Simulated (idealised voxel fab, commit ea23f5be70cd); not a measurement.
process module | voxel self aligned vias
cross-section cut | 185 nm wide | cells 5 nm
A cross-section is a grid of square cells, given in bands from the top down. A band is one or more rows of cells.
Each band's line starts with the height of the band's top and of its bottom, in nm. Then come its materials from left to right, each with its width in nm. One material with "throughout" fills the band from edge to edge. "air" is empty space.
Height 0 is the level under which the wafer as received is all one material. The lowest band goes on downwards, as in "0 down".
A width such as "30 to 40" changes by the same amount from each row of cells to the next, from the band's top row to its bottom row.
"no change" after a step means that no cell of the cross-section changed.
closed voids: empty space of 8 cells or more with no open way to the top, each as width x height at its distance from the left edge, in nm
after a step's settings: what the simulator itself notes on the step
overlay nm, on a step with a mask: how far to the right of its planned place the mask lay; to the left if negative
plan
1 op RECEIVE | material Si
2 op CONFORMAL_DEP | material SiO2 | thk nm 10
3 op CONFORMAL_DEP | material SiCN | thk nm 5
4 op DIRECTIONAL_DEP | material SiO2 | thk nm 30
5 op DIRECTIONAL_DEP | material aC | thk nm 10
6 op PATTERN | tone open | mask id LINES | material resist | width nm 20 | pitch nm 70 | thk nm 30 | overlay nm 0
7 op DIRECTIONAL_ETCH | etch materials aC | depth nm 10
8 op STRIP | etch materials resist
9 op DIRECTIONAL_ETCH | etch materials SiO2 | depth nm 30
10 op STRIP | etch materials aC
11 op CONFORMAL_DEP | material TiN | thk nm 5
12 op FILL_DEP | material W | thk nm 10
13 op CMP | height nm 45
14 op SELECTIVE_ETCH | etch materials W Ru TiN | depth nm 10
15 op FILL_DEP | material SiN | thk nm 10
16 op CMP | height nm 45
17 op DIRECTIONAL_DEP | material SiO2 | thk nm 20
18 op MASKED_ETCH | tone open | mask id VIAS | width nm 40 | pitch nm 70 | etch materials SiO2 | depth nm 20 | overlay nm 0
19 op MASKED_ETCH | tone open | mask id VIAS | width nm 40 | pitch nm 70 | etch materials SiN | depth nm 10 | overlay nm 0
20 op CONFORMAL_DEP | material TiN | thk nm 5
21 op FILL_DEP | material Cu | thk nm 10
22 op CMP | height nm 65
23 op CONFORMAL_DEP | material SiCN | thk nm 5
as received, after step 1
  0 down: Si throughout
  closed voids: none
a wafer at the end: this start, this plan, one mistake
  70 to 65: SiCN throughout
  65 to 50: Cu 30 | TiN 5 | SiO2 40 | TiN 5 | Cu 20 | TiN 5 | SiO2 40 | TiN 5 | Cu 35
  50 to 45: TiN 35 | SiO2 40 | TiN 30 | SiO2 40 | TiN 40
  45 to 35: SiO2 45 | SiN 20 | SiO2 50 | SiN 20 | SiO2 50
  35 to 20: SiO2 45 | TiN 5 | W 10 | TiN 5 | SiO2 50 | TiN 5 | W 10 | TiN 5 | SiO2 50
  20 to 15: SiO2 45 | TiN 20 | SiO2 50 | TiN 20 | SiO2 50
  15 to 10: SiCN throughout
  10 to 0: SiO2 throughout
  0 down: Si throughout
  closed voids: none
what went wrong: step 18 ran as: op MASKED_ETCH | tone cover | mask id VIAS | width nm 40 | pitch nm 70 | etch materials SiO2 | depth nm 20 | overlay nm 0
